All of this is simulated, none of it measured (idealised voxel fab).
This section sets out a process module, namely voxel spacer lines.
cross-section cut | 295 nm wide | cells 5 nm
Think of the cross-section as a grid of square cells. We describe it in bands, top to bottom, and each band covers one or more rows of those cells.
Basically the band line says how high the top is and how high the bottom is, in nm, and then what's in it from left to right, every material with its width in nm. Empty space shows up as "empty", and if a single material carries "full width" it runs the full band edge to edge.
Heights are expressed relative to 0, this being the level below which the as-received wafer comprises one material exclusively. The lowest band is unbounded in the downward direction and is denoted as in "0 nm and below".
Note: "30 to 40" means the width goes from the first number (top row of the band) to the second number (bottom row) in equal steps per row of cells.
The designation "stayed the same", where it is given for a processing step, indicates that no cell of the cross-section was altered in the course of that step.
For the entry "Completely enclosed voids", the listed items are empty spaces with no open way to the top whose size is 8 cells or more; each item follows the pattern width x height at distance, where distance is from the left edge and all three are in nm.
On each step's line, the part that comes after the settings is the simulator's own comment on the step.
overlay nm: for a step with a mask, the amount by which the mask lay right of where it was planned; a negative amount means left of it.

### The steps planned for the process are as follows
1 op RECEIVE | material Si
2 op CONFORMAL_DEP | material Al2O3 | thk nm 10
3 op DIRECTIONAL_DEP | material TiN | thk nm 10
4 op DIRECTIONAL_DEP | material aC | thk nm 20
5 op PATTERN | tone cover | mask id MANDREL | material resist | width nm 25 | pitch nm 70 | thk nm 25 | overlay nm 0
6 op DIRECTIONAL_ETCH | etch materials aC | depth nm 20
7 op STRIP | etch materials resist
8 op CONFORMAL_DEP | material SiO2 | thk nm 10
9 op DIRECTIONAL_ETCH | etch materials SiO2 | depth nm 10
10 op STRIP | etch materials aC
11 op DIRECTIONAL_ETCH | etch materials TiN | depth nm 10
12 op STRIP | etch materials SiO2
13 op FILL_DEP | material SiO2 | thk nm 5
14 op CMP | height nm 20

### This is the cross-section of the wafer as we received it, i.e. after step 1
    0 nm and below  Si full width
    Completely enclosed voids: none

### Sectioned view, first of two wafers, at the close of the module, processed as intended in the plan
    20 nm to 10 nm  55 SiO2; 10 TiN; 25 SiO2; 10 TiN; 25 SiO2; 10 TiN; 25 SiO2; 10 TiN; 25 SiO2; 10 TiN; 25 SiO2; 10 TiN; 55 SiO2
    10 nm to 0 nm  Al2O3 full width
    0 nm and below  Si full width
    Completely enclosed voids: none

### Second wafer through the module, sectioned at the end: same beginning and same plan as the first wafer, with one mistake in carrying it out
    20 nm to 10 nm  60 SiO2; 10 TiN; 25 SiO2; 10 TiN; 25 SiO2; 10 TiN; 25 SiO2; 10 TiN; 25 SiO2; 10 TiN; 25 SiO2; 10 TiN; 50 SiO2
    10 nm to 0 nm  Al2O3 full width
    0 nm and below  Si full width
    Completely enclosed voids: none
Plan not followed: step 5 ran with different settings than intended, the actual operation and settings being op PATTERN | tone cover | mask id MANDREL | material resist | width nm 25 | pitch nm 70 | thk nm 25 | overlay nm 5
At the close, every material occupies the same number of cells on the second wafer as on the first, only in different positions.
